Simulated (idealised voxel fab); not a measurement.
Process module in this document: voxel air gaps
The figure presents cross-section cut, which has a width of 210 nm and is divided into square cells with an edge length of 5 nm.
In this document a cross-section is written as a grid of square cells. It is given as a series of bands, listed from the top down, and a band is one or more rows of cells. Heads up on the band format: heights come first, top then bottom, in nm. After that it's the materials left to right, each with its width in nm. A single material flagged "throughout" fills the whole band edge to edge, and "blank" means there's empty space there. Measure heights from 0. That's the level where, below it, the as-received wafer is all one material. The lowest band is bottomless and extends downward; write it as in "0..down". It should be noted that a width expressed as "30..40" varies in equal increments from row to row of cells within the band, taking the value of the first number at the top row and that of the second number at the bottom row. Take "everything unchanged" at face value: in the step it is given for, the cross-section changed in none of its cells. This entry, "Sealed-off cavities", enumerates those empty regions of no fewer than 8 cells that possess no open connection to the top. Each region is reported in the form width x height at distance, the distance being taken from the left edge, with all three quantities expressed in nm. Read whatever lies past the settings on a step's line as the simulator's own remark about the step. overlay nm: where the mask lay relative to plan, measured to the right, on steps with a mask; negatives go left.
# Set out below are the planned steps of the process
1 op RECEIVE | material Si
2 op CONFORMAL_DEP | material SiO2 | thk nm 15
3 op CONFORMAL_DEP | material SiCN | thk nm 5
4 op DIRECTIONAL_DEP | material SiO2 | thk nm 30
5 op DIRECTIONAL_DEP | material aC | thk nm 10
6 op PATTERN | tone open | mask id LINES | material resist | width nm 15 | pitch nm 50 | thk nm 30 | overlay nm 0
7 op DIRECTIONAL_ETCH | etch materials aC | depth nm 10
8 op STRIP | etch materials resist
9 op DIRECTIONAL_ETCH | etch materials SiO2 | depth nm 30
10 op STRIP | etch materials aC
11 op CONFORMAL_DEP | material TiN | thk nm 5
12 op FILL_DEP | material W | thk nm 5
13 op CMP | height nm 50
14 op EPI | material Ru | thk nm 10
15 op SELECTIVE_ETCH | etch materials SiO2 | depth nm 40
16 op CONFORMAL_DEP | material SiCN | thk nm 5
It is noted that the wafers described herein are identical at the outset and are distinguished by the width nm of step 6; the value stated in the plan corresponds to the first wafer.
# Sectional view: first of several wafers, as received, after step 1
	0..down: Si throughout
	Sealed-off cavities: none
# Here is how to read the rows: every wafer has a row, and it shows the wafer at the end of the module, giving for each material how many cells were gained (+) or lost (-) since the wafer was received, then listing its closed voids
width nm 15; +56 Ru; +180 SiCN; +126 SiO2; +52 TiN; +20 W; Sealed-off cavities: none
width nm 20; +64 Ru; +180 SiCN; +126 SiO2; +56 TiN; +40 W; Sealed-off cavities: 20 x 20 at 45; 20 x 20 at 95; 20 x 20 at 145
width nm 25; +72 Ru; +168 SiCN; +126 SiO2; +60 TiN; +60 W; Sealed-off cavities: 15 x 20 at 50; 15 x 20 at 100; 15 x 20 at 150; 10 x 20 at 200
width nm 30; +80 Ru; +108 SiCN; +198 SiO2; +64 TiN; +80 W; Sealed-off cavities: 10 x 20 at 0; 10 x 20 at 200
